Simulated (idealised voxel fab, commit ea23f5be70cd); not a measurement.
A process module follows: voxel air gaps.
The figure presents cross-section cut, which has a width of 200 nm and is divided into square cells with an edge length of 5 nm.
Square cells in a grid make up a cross-section in this document, and the grid is given as bands, listed from the top down, each one or more rows of cells. Top, bottom (nm), then materials left to right with widths (nm); lone material tagged "full width" fills the whole band edge to edge; "empty" = empty space. Basically, 0 is our baseline, since under it the wafer straight out of the box is all one material. The bottom band has no lower end and keeps on going down, so it looks like "top 0, no bottom". With a width like "30 to 40", each row of cells in the band differs from the next by the same amount, the top row carrying the first number and the bottom row the second. Take "nothing different" at face value: in the step it is given for, the cross-section changed in none of its cells. "Voids, enclosed": sealed empty spaces, 8 cells or more, no open way to top, listed width x height at distance, with distance from the left edge and width, height and distance in nm. Anything after a step's settings on that line? It's the simulator's own note about the step. "overlay nm", when on a step's line for a step with a mask, measures how far to the right of its planned place the mask lay; a negative measure means to the left.
So here's the lineup of process steps we planned
1. RECEIVE [material Si]
2. CONFORMAL_DEP [material SiO2] [thk nm 15]
3. CONFORMAL_DEP [material SiCN] [thk nm 5]
4. DIRECTIONAL_DEP [material lowk] [thk nm 30]
5. PATTERN [tone open] [mask id LINES] [material resist] [width nm 20] [pitch nm 45] [thk nm 20] [overlay nm 0]
6. DIRECTIONAL_ETCH [etch materials lowk] [depth nm 30]
7. STRIP [etch materials resist]
8. CONFORMAL_DEP [material TiN] [thk nm 5]
9. FILL_DEP [material Ru] [thk nm 5]
10. CMP [height nm 50]
11. EPI [material Ru] [thk nm 10]
12. SELECTIVE_ETCH [etch materials lowk] [depth nm 40]
13. CONFORMAL_DEP [material SiCN] [thk nm 5]
Cross-section of the incoming wafer, state after step 1
top 0, no bottom | Si full width
Voids, enclosed: none
Cross-section at module end, one run error; start and plan unchanged from above
top 65, bottom 60 | SiCN full width
top 60, bottom 50 | Ru full width
top 50, bottom 25 | Ru: 40 / TiN: 5 / lowk: 20 / TiN: 5 / Ru: 15 / TiN: 5 / lowk: 20 / TiN: 5 / Ru: 15 / TiN: 5 / lowk: 20 / TiN: 5 / Ru: 40
top 25, bottom 20 | TiN: 45 / lowk: 20 / TiN: 25 / lowk: 20 / TiN: 25 / lowk: 20 / TiN: 45
top 20, bottom 15 | SiCN full width
top 15, bottom 0 | SiO2 full width
top 0, no bottom | Si full width
Voids, enclosed: none
What went wrong in running the wafer? step 5: run off-plan, actual operation and settings PATTERN [tone cover] [mask id LINES] [material resist] [width nm 20] [pitch nm 45] [thk nm 20] [overlay nm 0]
